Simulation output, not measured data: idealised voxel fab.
The process module that follows is named voxel capacitor over wiring.
It is cross-section cut that appears here, measuring 220 nm in width, its square cells being 5 nm in size.
Reading order for cross-sections: top band down to bottom band. Underlying form: a grid of square cells. Band size: one or more rows of cells. It is stipulated that each band's entry specify, in nanometres, the height of the top of the band and then that of its bottom, followed by the materials of the band in left-to-right sequence, each together with its width in nanometres. A single material marked by the word "edge to edge" is understood to fill the band from edge to edge; the word "blank" is understood to denote empty space. Height is counted from the level 0, under which the received wafer is composed throughout of one material. The lowest of the bands is not closed at the bottom but continues downward, in the notation "0..down". A width such as "30..40" changes by the same amount from each row of cells to the next, from the band's top row to its bottom row. The designation "no modification", where it is given for a processing step, indicates that no cell of the cross-section was altered in the course of that step. The label "Closed void roster" introduces a list of the empty spaces, 8 cells or larger, that have no open way up to the top; each entry in it reads width x height at distance, where the distance is taken from the left edge and all three are stated in nm. On a step's line, text after the settings is the simulator commenting on that step. Each step line may optionally specify "overlay nm", which for a step with a mask gives the rightward distance between the mask's planned place and where it lay, a negative value indicating the leftward direction.
[The following list gives the planned process steps]
step 1: RECEIVE,material Si
step 2: CONFORMAL_DEP,material SiO2,thk nm 15
step 3: DIRECTIONAL_DEP,material TiN,thk nm 5
step 4: DIRECTIONAL_DEP,material Ru,thk nm 15
step 5: DIRECTIONAL_DEP,material aC,thk nm 10
step 6: PATTERN,tone cover,mask id METAL_1,material resist,width nm 25,pitch nm 85,thk nm 30,overlay nm 0
step 7: DIRECTIONAL_ETCH,etch materials aC,depth nm 10
step 8: STRIP,etch materials resist
step 9: DIRECTIONAL_ETCH,etch materials Ru,depth nm 15
step 10: DIRECTIONAL_ETCH,etch materials TiN,depth nm 5
step 11: STRIP,etch materials aC
step 12: CONFORMAL_DEP,material SiN,thk nm 5
step 13: FILL_DEP,material SiO2,thk nm 5
step 14: CMP,height nm 35
step 15: CONFORMAL_DEP,material SiCN,thk nm 5
step 16: DIRECTIONAL_DEP,material lowk,thk nm 20
step 17: PATTERN,tone open,mask id PLUG_1,material resist,width nm 15,thk nm 15,overlay nm 0
step 18: DIRECTIONAL_ETCH,etch materials lowk,depth nm 20
step 19: DIRECTIONAL_ETCH,etch materials SiCN,depth nm 5
step 20: STRIP,etch materials resist
step 21: EPI,material Ru,thk nm 10
step 22: EPI,material Ru,thk nm 10
step 23: EPI,material Ru,thk nm 5
step 24: DIRECTIONAL_DEP,material TiN,thk nm 10
step 25: DIRECTIONAL_DEP,material Al2O3,thk nm 5
step 26: DIRECTIONAL_DEP,material TiN,thk nm 5
step 27: MASKED_ETCH,tone cover,mask id UPPER_PLATE,width nm 65,etch materials TiN,depth nm 5,overlay nm 0
step 28: MASKED_ETCH,tone cover,mask id UPPER_PLATE,width nm 65,etch materials Al2O3,depth nm 5,overlay nm 0
step 29: PATTERN,tone cover,mask id LOWER_PLATE,material resist,width nm 75,thk nm 20,overlay nm 0
step 30: DIRECTIONAL_ETCH,etch materials TiN,depth nm 10
step 31: STRIP,etch materials resist
step 32: FILL_DEP,material SiO2,thk nm 15
step 33: CMP,height nm 90
step 34: DIRECTIONAL_DEP,material aC,thk nm 10
step 35: PATTERN,tone open,mask id PLUG_2,material resist,width nm 15,thk nm 30,overlay nm 0
step 36: DIRECTIONAL_ETCH,etch materials aC,depth nm 10
step 37: STRIP,etch materials resist
step 38: DIRECTIONAL_ETCH,etch materials SiO2,depth nm 10
step 39: STRIP,etch materials aC
step 40: CONFORMAL_DEP,material TiN,thk nm 5
step 41: FILL_DEP,material W,thk nm 5
step 42: CMP,height nm 90
step 43: CONFORMAL_DEP,material SiCN,thk nm 5
[So this is the incoming wafer in cross-section - it's already been through step 1]
  0..down = Si edge to edge
  Closed void roster: none
[Wafer at module end, in section. Began as above, planned as above, run with one mistake]
  95..90 = SiCN edge to edge
  90..85 = SiO2=65; TiN=25; SiO2=130
  85..80 = SiO2=65; Al2O3=25; SiO2=130
  80..75 = SiO2=60; TiN=70; SiO2=90
  75..70 = SiO2=60; TiN=30; Al2O3=40; SiO2=90
  70..60 = SiO2=55; Ru=35; TiN=45; SiO2=85
  60..40 = lowk=65; Ru=15; lowk=140
  40..35 = SiCN=65; Ru=15; SiCN=140
  35..20 = SiO2=50; SiN=5; Ru=25; SiN=5; SiO2=50; SiN=5; Ru=25; SiN=5; SiO2=50
  20..15 = SiN=55; TiN=25; SiN=60; TiN=25; SiN=55
  15..0 = SiO2 edge to edge
  0..down = Si edge to edge
  Closed void roster: none
Deviation from plan: note: one of steps 21 and 22 (identical) was run twice; cannot identify which
